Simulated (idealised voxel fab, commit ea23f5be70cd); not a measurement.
process module | voxel ribs on slabs
cross-section cut | 145 nm wide | cells 5 nm
A cross-section is a grid of square cells, given in bands from the top down. A band is one or more rows of cells.
Each band's line starts with the height of the band's top and of its bottom, in nm. Then come its materials from left to right, each with its width in nm. One material with "throughout" fills the band from edge to edge. "air" is empty space.
Height 0 is the level under which the wafer as received is all one material. The lowest band goes on downwards, as in "0 down".
A width such as "30 to 40" changes by the same amount from each row of cells to the next, from the band's top row to its bottom row.
"no change" after a step means that no cell of the cross-section changed.
closed voids: empty space of 8 cells or more with no open way to the top, each as width x height at its distance from the left edge, in nm
after a step's settings: what the simulator itself notes on the step
overlay nm, on a step with a mask: how far to the right of its planned place the mask lay; to the left if negative
plan
1 op RECEIVE | material Si
2 op DIRECTIONAL_DEP | material SiO2 | thk nm 25
3 op DIRECTIONAL_DEP | material polySi | thk nm 25
4 op PATTERN | tone cover | mask id RIB | material resist | width nm 20 | thk nm 15 | overlay nm 0
5 op DIRECTIONAL_ETCH | etch materials polySi | depth nm 15
6 op STRIP | etch materials resist
7 op MASKED_ETCH | tone cover | mask id SLAB | width nm 80 | etch materials polySi | depth nm 10 | overlay nm 0
8 op FILL_DEP | material SiO2 | thk nm 15
9 op CMP | height nm 60
10 op DIRECTIONAL_DEP | material TiN | thk nm 5
11 op PATTERN | tone cover | mask id HEATER | material resist | width nm 30 | thk nm 20 | overlay nm 0
12 op DIRECTIONAL_ETCH | etch materials TiN | depth nm 5
13 op STRIP | etch materials resist
14 op CONFORMAL_DEP | material SiN | thk nm 5
as received, after step 1
  0 down: Si throughout
  closed voids: none
a wafer at the end: this start, this plan, one mistake
  70 to 65: air 50 | SiN 40 | air 55
  65 to 60: SiN 55 | TiN 30 | SiN 60
  60 to 50: SiO2 throughout
  50 to 35: SiO2 60 | polySi 20 | SiO2 65
  35 to 25: SiO2 25 | polySi 80 | SiO2 40
  25 to 0: SiO2 throughout
  0 down: Si throughout
  closed voids: none
what went wrong: step 7 ran as: op MASKED_ETCH | tone cover | mask id SLAB | width nm 80 | etch materials polySi | depth nm 10 | overlay nm -5
